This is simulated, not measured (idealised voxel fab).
Process module heading - voxel self aligned contacts
cross-section cut | 230 nm wide | cells 5 nm
The cross-sections in this document take the form of a grid made of square cells. They are written out as bands, in order from top to bottom. Each band consists of one or more rows of cells.
A band entry consists of two parts. The first gives the height of the band's top and the height of its bottom, in nm. The rest lists the band's materials from left to right, each with its width in nm. A single material labelled with the word "edge to edge" fills the band from edge to edge, and the word "air" marks empty space.
It should be noted that heights are counted from 0, beneath which the wafer as supplied is of one material throughout, and that the lowest band possesses no lower boundary but continues downward, as written in "0 nm and below".
A width such as "30->40" changes by the same amount from each row of cells to the next, from the band's top row to its bottom row.
"all unchanged" for a step: no cell of the cross-section changed in that step.
"Unvented voids" means: voids of 8 cells or more that are shut off from the top with no open way through. Written width x height at distance, distance from the left edge, in nm.
Read whatever lies past the settings on a step's line as the simulator's own remark about the step.
On any step carrying a mask, the "overlay nm" setting, if present on the step's line, tells how far right of its planned place the mask lay; negative values point to the left.
The steps planned for the process are as follows
| 1 | RECEIVE (material Si) |
| 2 | OXIDIZE (depth nm 5) |
| 3 | DIRECTIONAL_DEP (material polySi; thk nm 20) |
| 4 | DIRECTIONAL_DEP (material SiN; thk nm 25) |
| 5 | MASKED_ETCH (tone cover; mask id GATE; width nm 35; pitch nm 75; etch materials SiN; depth nm 25; overlay nm 0) |
| 6 | MASKED_ETCH (tone cover; mask id GATE; width nm 35; pitch nm 75; etch materials polySi; depth nm 20; overlay nm 0) |
| 7 | CONFORMAL_DEP (material SiN; thk nm 10) |
| 8 | DIRECTIONAL_ETCH (etch materials SiN; depth nm 10) |
| 9 | FILL_DEP (material SiO2; thk nm 15) |
| 10 | CMP (height nm 50) |
| 11 | DIRECTIONAL_DEP (material aC; thk nm 10) |
| 12 | PATTERN (tone open; mask id CONTACT; material resist; width nm 60; pitch nm 75; thk nm 30; overlay nm 0) |
| 13 | DIRECTIONAL_ETCH (etch materials aC; depth nm 10) |
| 14 | STRIP (etch materials resist) |
| 15 | DIRECTIONAL_ETCH (etch materials SiO2; depth nm 55) |
| 16 | STRIP (etch materials aC) |
| 17 | CONFORMAL_DEP (material TiN; thk nm 5) |
| 18 | FILL_DEP (material Ru; thk nm 10) |
| 19 | CMP (height nm 50) |
| 20 | CONFORMAL_DEP (material SiCN; thk nm 5) |
Cross-section of the wafer at receipt, which is the condition after step 1
* 0 nm and below  Si edge to edge
* Unvented voids: none
First wafer at the end, as planned
* 55 nm to 50 nm  SiCN edge to edge
* 50 nm to 45 nm  SiO2 45 nm, TiN 25 nm, Ru 10 nm, TiN 25 nm, SiO2 15 nm, TiN 25 nm, Ru 10 nm, TiN 25 nm, SiO2 50 nm
* 45 nm to 20 nm  SiO2 10 nm, SiN 55 nm, TiN 5 nm, Ru 10 nm, TiN 5 nm, SiN 55 nm, TiN 5 nm, Ru 10 nm, TiN 5 nm, SiN 55 nm, SiO2 15 nm
* 20 nm to 0 nm  SiO2 10 nm, SiN 10 nm, polySi 35 nm, SiN 10 nm, TiN 5 nm, Ru 10 nm, TiN 5 nm, SiN 10 nm, polySi 35 nm, SiN 10 nm, TiN 5 nm, Ru 10 nm, TiN 5 nm, SiN 10 nm, polySi 35 nm, SiN 10 nm, SiO2 15 nm
* 0 nm to -5 nm  SiO2 65 nm, TiN 20 nm, SiO2 55 nm, TiN 20 nm, SiO2 70 nm
* -5 nm and below  Si edge to edge
* Unvented voids: none
Here's the second of our two wafers sectioned at module end. Same start as the first, same plan, but one mistake got made running it
* 55 nm to 50 nm  polySi edge to edge
* 50 nm to 45 nm  SiO2 45 nm, TiN 25 nm, Ru 10 nm, TiN 25 nm, SiO2 15 nm, TiN 25 nm, Ru 10 nm, TiN 25 nm, SiO2 50 nm
* 45 nm to 20 nm  SiO2 10 nm, SiN 55 nm, TiN 5 nm, Ru 10 nm, TiN 5 nm, SiN 55 nm, TiN 5 nm, Ru 10 nm, TiN 5 nm, SiN 55 nm, SiO2 15 nm
* 20 nm to 0 nm  SiO2 10 nm, SiN 10 nm, polySi 35 nm, SiN 10 nm, TiN 5 nm, Ru 10 nm, TiN 5 nm, SiN 10 nm, polySi 35 nm, SiN 10 nm, TiN 5 nm, Ru 10 nm, TiN 5 nm, SiN 10 nm, polySi 35 nm, SiN 10 nm, SiO2 15 nm
* 0 nm to -5 nm  SiO2 65 nm, TiN 20 nm, SiO2 55 nm, TiN 20 nm, SiO2 70 nm
* -5 nm and below  Si edge to edge
* Unvented voids: none
What was done differently from what was planned? step 20 did not use the planned setting and instead ran as CONFORMAL_DEP (material polySi; thk nm 5)
The second wafer ends with more or fewer cells of some materials than the first, per final count: -46 SiCN | +46 polySi
